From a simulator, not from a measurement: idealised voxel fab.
A process module follows: voxel self aligned contacts.
Displayed cross-section: cut, width of 250 nm, square cells sized 5 nm.
Cross-sections here: square-cell grids, written as top-down lists of bands, a band being one or more rows of cells.
For a band, the entry starts with two heights in nm, that of the top and then that of the bottom, and carries on with the band's materials in order from left to right, each alongside its width in nm; the word "all across" beside a single material means it fills the band edge to edge, and "blank" means empty space.
Note: height 0 marks the level under which the wafer is uniformly one material as received. Lowest band unbounded below, written "0 down".
Width "30->40": first value at the band's top row of cells, second value at its bottom row, equal change from row to row.
"nothing different" means the step left every cell of the cross-section as it was.
Entry "Tabulated closed voids". Content: empty spaces with no open connection to the top, size 8 cells or greater. Each: width x height at distance. Distance: from left edge. Unit: nm.
Step line, after settings: the simulator's comment on this step.
"overlay nm" denotes, for a step that has a mask, the displacement of the mask to the right of its planned place, with negative values corresponding to the left.
**These are the steps we planned for the process**
- 1: RECEIVE: material Si
- 2: OXIDIZE: depth nm 5
- 3: DIRECTIONAL_DEP: material polySi, thk nm 30
- 4: DIRECTIONAL_DEP: material SiN, thk nm 15
- 5: DIRECTIONAL_DEP: material aC, thk nm 10
- 6: PATTERN: tone cover, mask id GATE, material resist, width nm 30, pitch nm 55, thk nm 25, overlay nm 0
- 7: DIRECTIONAL_ETCH: etch materials aC, depth nm 10
- 8: STRIP: etch materials resist
- 9: DIRECTIONAL_ETCH: etch materials SiN, depth nm 15
- 10: DIRECTIONAL_ETCH: etch materials polySi, depth nm 30
- 11: STRIP: etch materials aC
- 12: CONFORMAL_DEP: material SiN, thk nm 5
- 13: DIRECTIONAL_ETCH: etch materials SiN, depth nm 5
- 14: FILL_DEP: material SiO2, thk nm 15
- 15: CMP: height nm 55
- 16: DIRECTIONAL_DEP: material aC, thk nm 10
- 17: PATTERN: tone open, mask id CONTACT, material resist, width nm 35, pitch nm 55, thk nm 25, overlay nm 0
- 18: DIRECTIONAL_ETCH: etch materials aC, depth nm 10
- 19: STRIP: etch materials resist
- 20: DIRECTIONAL_ETCH: etch materials SiO2, depth nm 60
- 21: STRIP: etch materials aC
- 22: CONFORMAL_DEP: material TiN, thk nm 5
- 23: FILL_DEP: material W, thk nm 10
- 24: CMP: height nm 55
- 25: CONFORMAL_DEP: material SiCN, thk nm 5
**First of two wafers, with the run carried out as planned**
**Cross-sectional view of the wafer in its as-received condition, corresponding to the state after step 1**
	0 down: Si all across
	Tabulated closed voids: none
**Upon completion of step 2, the wafer appears in cross-section as shown**
	0 to -5: SiO2 all across
	Heights below -5 show no change.
**Upon completion of step 3, the wafer appears in cross-section as shown**
	30 to 0: polySi all across
	Heights below 0 show no change.
**Upon completion of step 4, the wafer appears in cross-section as shown**
	45 to 30: SiN all across
	Heights below 30 show no change.
**Upon completion of step 5, the wafer appears in cross-section as shown**
	55 to 45: aC all across
	Heights below 45 show no change.
**Upon completion of step 6, the wafer appears in cross-section as shown**
	80 to 55: blank=55  resist=30  blank=25  resist=30  blank=25  resist=30  blank=55
	Heights below 55 show no change.
**Upon completion of step 7, the wafer appears in cross-section as shown**
	70 to 55: blank=55  resist=30  blank=25  resist=30  blank=25  resist=30  blank=55
	55 to 45: blank=55  aC=30  blank=25  aC=30  blank=25  aC=30  blank=55
	Heights below 45 show no change.
**Upon completion of step 8, the wafer appears in cross-section as shown**
	55 to 45: blank=55  aC=30  blank=25  aC=30  blank=25  aC=30  blank=55
	Heights below 45 show no change.
**Upon completion of step 9, the wafer appears in cross-section as shown**
	55 to 45: blank=55  aC=30  blank=25  aC=30  blank=25  aC=30  blank=55
	45 to 30: blank=55  SiN=30  blank=25  SiN=30  blank=25  SiN=30  blank=55
	Heights below 30 show no change.
**Upon completion of step 10, the wafer appears in cross-section as shown**
	55 to 45: blank=55  aC=30  blank=25  aC=30  blank=25  aC=30  blank=55
	45 to 30: blank=55  SiN=30  blank=25  SiN=30  blank=25  SiN=30  blank=55
	30 to 0: blank=55  polySi=30  blank=25  polySi=30  blank=25  polySi=30  blank=55
	Heights below 0 show no change.
**Upon completion of step 11, the wafer appears in cross-section as shown**
	45 to 30: blank=55  SiN=30  blank=25  SiN=30  blank=25  SiN=30  blank=55
	Heights below 30 show no change.
**Upon completion of step 12, the wafer appears in cross-section as shown**
	50 to 30: blank=50  SiN=40  blank=15  SiN=40  blank=15  SiN=40  blank=50
	30 to 5: blank=50  SiN=5  polySi=30  SiN=5  blank=15  SiN=5  polySi=30  SiN=5  blank=15  SiN=5  polySi=30  SiN=5  blank=50
	5 to 0: SiN=55  polySi=30  SiN=25  polySi=30  SiN=25  polySi=30  SiN=55
	Heights below 0 show no change.
**Upon completion of step 13, the wafer appears in cross-section as shown**
	45 to 30: blank=50  SiN=40  blank=15  SiN=40  blank=15  SiN=40  blank=50
	30 to 0: blank=50  SiN=5  polySi=30  SiN=5  blank=15  SiN=5  polySi=30  SiN=5  blank=15  SiN=5  polySi=30  SiN=5  blank=50
	Heights below 0 show no change.
**Upon completion of step 14, the wafer appears in cross-section as shown**
	60 to 45: SiO2 all across
	45 to 30: SiO2=50  SiN=40  SiO2=15  SiN=40  SiO2=15  SiN=40  SiO2=50
	30 to 0: SiO2=50  SiN=5  polySi=30  SiN=5  SiO2=15  SiN=5  polySi=30  SiN=5  SiO2=15  SiN=5  polySi=30  SiN=5  SiO2=50
	Heights below 0 show no change.
**Upon completion of step 15, the wafer appears in cross-section as shown**
	55 to 45: SiO2 all across
	Heights below 45 show no change.
**Upon completion of step 16, the wafer appears in cross-section as shown**
	65 to 55: aC all across
	Heights below 55 show no change.
**Upon completion of step 17, the wafer appears in cross-section as shown**
	90 to 65: resist=80  blank=35  resist=20  blank=35  resist=80
	Heights below 65 show no change.
**Upon completion of step 18, the wafer appears in cross-section as shown**
	80 to 65: resist=80  blank=35  resist=20  blank=35  resist=80
	65 to 55: aC=80  blank=35  aC=20  blank=35  aC=80
	Heights below 55 show no change.
**Upon completion of step 19, the wafer appears in cross-section as shown**
	65 to 55: aC=80  blank=35  aC=20  blank=35  aC=80
	Heights below 55 show no change.
**Upon completion of step 20, the wafer appears in cross-section as shown**
	65 to 55: aC=80  blank=35  aC=20  blank=35  aC=80
	55 to 45: SiO2=80  blank=35  SiO2=20  blank=35  SiO2=80
	45 to 30: SiO2=50  SiN=40  blank=15  SiN=40  blank=15  SiN=40  SiO2=50
	30 to 0: SiO2=50  SiN=5  polySi=30  SiN=5  blank=15  SiN=5  polySi=30  SiN=5  blank=15  SiN=5  polySi=30  SiN=5  SiO2=50
	0 to -5: SiO2=90  blank=15  SiO2=40  blank=15  SiO2=90
	Heights below -5 show no change.
**Upon completion of step 21, the wafer appears in cross-section as shown**
	55 to 45: SiO2=80  blank=35  SiO2=20  blank=35  SiO2=80
	Heights below 45 show no change.
**Upon completion of step 22, the wafer appears in cross-section as shown**
	60 to 55: TiN=85  blank=25  TiN=30  blank=25  TiN=85
	55 to 45: SiO2=80  TiN=5->15  blank=25->5  TiN=5->15  SiO2=20  TiN=5->15  blank=25->5  TiN=5->15  SiO2=80
	45 to 30: SiO2=50  SiN=40  TiN=5  blank=5  TiN=5  SiN=40  TiN=5  blank=5  TiN=5  SiN=40  SiO2=50
	30 to 0: SiO2=50  SiN=5  polySi=30  SiN=5  TiN=5  blank=5  TiN=5  SiN=5  polySi=30  SiN=5  TiN=5  blank=5  TiN=5  SiN=5  polySi=30  SiN=5  SiO2=50
	0 to -5: SiO2=90  TiN=15  SiO2=40  TiN=15  SiO2=90
	Heights below -5 show no change.
**Upon completion of step 23, the wafer appears in cross-section as shown**
	70 to 60: W all across
	60 to 55: TiN=85  W=25  TiN=30  W=25  TiN=85
	55 to 45: SiO2=80  TiN=5->15  W=25->5  TiN=5->15  SiO2=20  TiN=5->15  W=25->5  TiN=5->15  SiO2=80
	45 to 30: SiO2=50  SiN=40  TiN=5  W=5  TiN=5  SiN=40  TiN=5  W=5  TiN=5  SiN=40  SiO2=50
	30 to 0: SiO2=50  SiN=5  polySi=30  SiN=5  TiN=5  W=5  TiN=5  SiN=5  polySi=30  SiN=5  TiN=5  W=5  TiN=5  SiN=5  polySi=30  SiN=5  SiO2=50
	Heights below 0 show no change.
**Upon completion of step 24, the wafer appears in cross-section as shown**
	55 to 45: SiO2=80  TiN=5->15  W=25->5  TiN=5->15  SiO2=20  TiN=5->15  W=25->5  TiN=5->15  SiO2=80
	Heights below 45 show no change.
**Upon completion of step 25, the wafer appears in cross-section as shown**
	60 to 55: SiCN all across
	Heights below 55 show no change.
**The second wafer: identical to the first at the outset and in its planned sequence, differing only in that one mistake was made during processing; up to and including step 16, its path is the first wafer's path**
**Second wafer, cut view, end of step 17 per plan**
	90 to 65: resist=90  blank=35  resist=20  blank=35  resist=70
	Heights below 65 show no change.
**Second wafer, cut view, end of step 18 per plan**
	80 to 65: resist=90  blank=35  resist=20  blank=35  resist=70
	65 to 55: aC=90  blank=35  aC=20  blank=35  aC=70
	Heights below 55 show no change.
**Second wafer, cut view, end of step 19 per plan**
	65 to 55: aC=90  blank=35  aC=20  blank=35  aC=70
	Heights below 55 show no change.
**Second wafer, cut view, end of step 20 per plan**
	65 to 55: aC=90  blank=35  aC=20  blank=35  aC=70
	55 to 45: SiO2=90  blank=35  SiO2=20  blank=35  SiO2=70
	45 to 30: SiO2=50  SiN=40  blank=15  SiN=40  blank=15  SiN=40  SiO2=50
	30 to 0: SiO2=50  SiN=5  polySi=30  SiN=5  blank=15  SiN=5  polySi=30  SiN=5  blank=15  SiN=5  polySi=30  SiN=5  SiO2=50
	0 to -5: SiO2=90  blank=15  SiO2=40  blank=15  SiO2=90
	Heights below -5 show no change.
**Second wafer, cut view, end of step 21 per plan**
	55 to 45: SiO2=90  blank=35  SiO2=20  blank=35  SiO2=70
	Heights below 45 show no change.
**Second wafer, cut view, end of step 22 per plan**
	60 to 55: TiN=95  blank=25  TiN=30  blank=25  TiN=75
	55 to 45: SiO2=90  TiN=5  blank=25->5  TiN=5->25  SiO2=20  TiN=5  blank=25->5  TiN=5->25  SiO2=70
	45 to 30: SiO2=50  SiN=40  TiN=5  blank=5  TiN=5  SiN=40  TiN=5  blank=5  TiN=5  SiN=40  SiO2=50
	30 to 0: SiO2=50  SiN=5  polySi=30  SiN=5  TiN=5  blank=5  TiN=5  SiN=5  polySi=30  SiN=5  TiN=5  blank=5  TiN=5  SiN=5  polySi=30  SiN=5  SiO2=50
	0 to -5: SiO2=90  TiN=15  SiO2=40  TiN=15  SiO2=90
	Heights below -5 show no change.
**Second wafer, cut view, end of step 23 per plan**
	70 to 60: W all across
	60 to 55: TiN=95  W=25  TiN=30  W=25  TiN=75
	55 to 45: SiO2=90  TiN=5  W=25->5  TiN=5->25  SiO2=20  TiN=5  W=25->5  TiN=5->25  SiO2=70
	45 to 30: SiO2=50  SiN=40  TiN=5  W=5  TiN=5  SiN=40  TiN=5  W=5  TiN=5  SiN=40  SiO2=50
	30 to 0: SiO2=50  SiN=5  polySi=30  SiN=5  TiN=5  W=5  TiN=5  SiN=5  polySi=30  SiN=5  TiN=5  W=5  TiN=5  SiN=5  polySi=30  SiN=5  SiO2=50
	Heights below 0 show no change.
**Second wafer, cut view, end of step 24 per plan**
	55 to 45: SiO2=90  TiN=5  W=25->5  TiN=5->25  SiO2=20  TiN=5  W=25->5  TiN=5->25  SiO2=70
	Heights below 45 show no change.
**Second wafer, cut view, end of step 25 per plan**
	60 to 55: SiCN all across
	Heights below 55 show no change.
Heads up, the wafer didn't run the way we planned it: step 17 ran with different settings than intended, the actual operation and settings being PATTERN: tone open, mask id CONTACT, material resist, width nm 35, pitch nm 55, thk nm 25, overlay nm 10
Comparing end states, the material composition by cell count is preserved from the first wafer to the second, while the locations of the cells are not.
